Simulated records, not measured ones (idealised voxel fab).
A process module follows: voxel transistor to metal.
The cross-section on display is named cut; it measures 215 nm wide, and its cells are 5 nm squares.
Cross-section = grid of square cells, listed top down in bands; band = one or more rows. Band entry format. Leading values: height of top, height of bottom, nm. Remainder: materials in left-to-right order, each with its width in nm. Special words: "throughout" on a single material, which then fills the band edge to edge; "empty", empty space. Where do heights start? At 0: under that level the wafer as delivered is made of one material only. And the lowest band has no floor; it just carries on downward, as in "0 and below". Width: "30 to 40" (first number = top row, second number = bottom row, same change from row to row of cells). "nothing was modified" for a step: no cell of the cross-section changed in that step. Empty spaces counting at least 8 cells and having no open way to the top are listed in "Voids, enclosed". The notation width x height at distance is used for each, the distance being from the left edge and all three values in nm. Step line, after settings: the simulator's comment on this step. overlay nm: mask offset rightward from planned place, masked step; negative means leftward offset.

So here's the lineup of process steps we planned
1) RECEIVE,material Si
2) CONFORMAL_DEP,material SiO2,thk nm 5
3) CONFORMAL_DEP,material SiN,thk nm 15
4) DIRECTIONAL_DEP,material aC,thk nm 15
5) PATTERN,tone cover,mask id ACTIVE,material resist,width nm 120,thk nm 35,overlay nm 0
6) DIRECTIONAL_ETCH,etch materials aC,depth nm 15
7) STRIP,etch materials resist
8) DIRECTIONAL_ETCH,etch materials SiN,depth nm 15
9) DIRECTIONAL_ETCH,etch materials SiO2,depth nm 5
10) DIRECTIONAL_ETCH,etch materials Si,depth nm 20
11) STRIP,etch materials aC
12) OXIDIZE,depth nm 5
13) FILL_DEP,material SiO2,thk nm 15
14) CMP,height nm 20
15) SELECTIVE_ETCH,etch materials SiO2,depth nm 10
16) STRIP,etch materials SiN
17) SELECTIVE_ETCH,etch materials SiO2,depth nm 5
18) OXIDIZE,depth nm 5
19) DIRECTIONAL_DEP,material polySi,thk nm 25
20) DIRECTIONAL_DEP,material SiCN,thk nm 10
21) MASKED_ETCH,tone cover,mask id GATE,width nm 30,etch materials SiCN,depth nm 20,overlay nm 0
22) MASKED_ETCH,tone cover,mask id GATE,width nm 30,etch materials polySi,depth nm 35,overlay nm 0
23) CONFORMAL_DEP,material SiO2,thk nm 5
24) DIRECTIONAL_ETCH,etch materials SiO2,depth nm 5
25) CONFORMAL_DEP,material SiN,thk nm 10
26) DIRECTIONAL_ETCH,etch materials SiN,depth nm 10
27) DIRECTIONAL_ETCH,etch materials SiO2,depth nm 5
28) EPI,material nSi,thk nm 5
29) FILL_DEP,material SiO2,thk nm 10
30) CMP,height nm 25
31) STRIP,etch materials polySi
32) SELECTIVE_ETCH,etch materials SiO2,depth nm 5
33) CONFORMAL_DEP,material HfO2,thk nm 5
34) CONFORMAL_DEP,material TiN,thk nm 5
35) FILL_DEP,material W,thk nm 10
36) CMP,height nm 20
37) DIRECTIONAL_DEP,material SiO2,thk nm 10
38) PATTERN,tone open,mask id CONTACT,material resist,width nm 20,pitch nm 90,thk nm 20,overlay nm 0
39) DIRECTIONAL_ETCH,etch materials SiO2,depth nm 30
40) STRIP,etch materials resist
41) CONFORMAL_DEP,material TiN,thk nm 5
42) FILL_DEP,material Ru,thk nm 5
43) CMP,height nm 30
44) DIRECTIONAL_DEP,material TiN,thk nm 5
45) DIRECTIONAL_DEP,material Ru,thk nm 15
46) PATTERN,tone cover,mask id METAL_1,material resist,width nm 20,pitch nm 90,thk nm 20,overlay nm 0
47) DIRECTIONAL_ETCH,etch materials Ru,depth nm 15
48) DIRECTIONAL_ETCH,etch materials TiN,depth nm 5
49) STRIP,etch materials resist
50) CONFORMAL_DEP,material SiCN,thk nm 5
51) FILL_DEP,material SiO2,thk nm 5
52) CMP,height nm 50
53) CONFORMAL_DEP,material SiN,thk nm 5

Cross-section, incoming material, after step 1
    0 and below = Si throughout
    Voids, enclosed: none

Cross-sectional result after module completion. Note: starting condition and plan are unchanged from above; one processing mistake was made
    55 down to 50 = SiN throughout
    50 down to 35 = 45 of SiO2; 5 of SiCN; 20 of Ru; 5 of SiCN; 60 of SiO2; 5 of SiCN; 20 of Ru; 5 of SiCN; 50 of SiO2
    35 down to 30 = 50 of SiCN; 20 of TiN; 70 of SiCN; 20 of TiN; 55 of SiCN
    30 down to 20 = 50 of SiO2; 5 of TiN; 10 of Ru; 5 of TiN; 70 of SiO2; 5 of TiN; 10 of Ru; 5 of TiN; 55 of SiO2
    20 down to 15 = 50 of SiO2; 5 of TiN; 10 of Ru; 5 of TiN; 5 of SiO2; 10 of SiN; 5 of HfO2; 5 of TiN; 20 of W; 5 of TiN; 5 of HfO2; 10 of SiN; 5 of SiO2; 5 of TiN; 10 of Ru; 5 of TiN; 55 of SiO2
    15 down to 10 = 50 of SiO2; 5 of TiN; 10 of Ru; 5 of TiN; 5 of SiO2; 10 of SiN; 5 of HfO2; 30 of TiN; 5 of HfO2; 10 of SiN; 5 of SiO2; 5 of TiN; 10 of Ru; 5 of TiN; 55 of SiO2
    10 down to 5 = 40 of SiO2; 10 of SiN; 5 of TiN; 10 of Ru; 5 of TiN; 15 of SiO2; 40 of HfO2; 15 of SiO2; 5 of TiN; 10 of Ru; 5 of TiN; 10 of SiN; 45 of SiO2
    5 down to 0 = 40 of nSi; 10 of SiO2; 20 of TiN; 70 of SiO2; 20 of TiN; 10 of SiO2; 45 of nSi
    0 and below = Si throughout
    Voids, enclosed: none
It is concluded that the wafer was processed incorrectly with respect to the plan, in that the process deviated at step 2: the operation and settings actually run there were CONFORMAL_DEP,material SiO2,thk nm 15
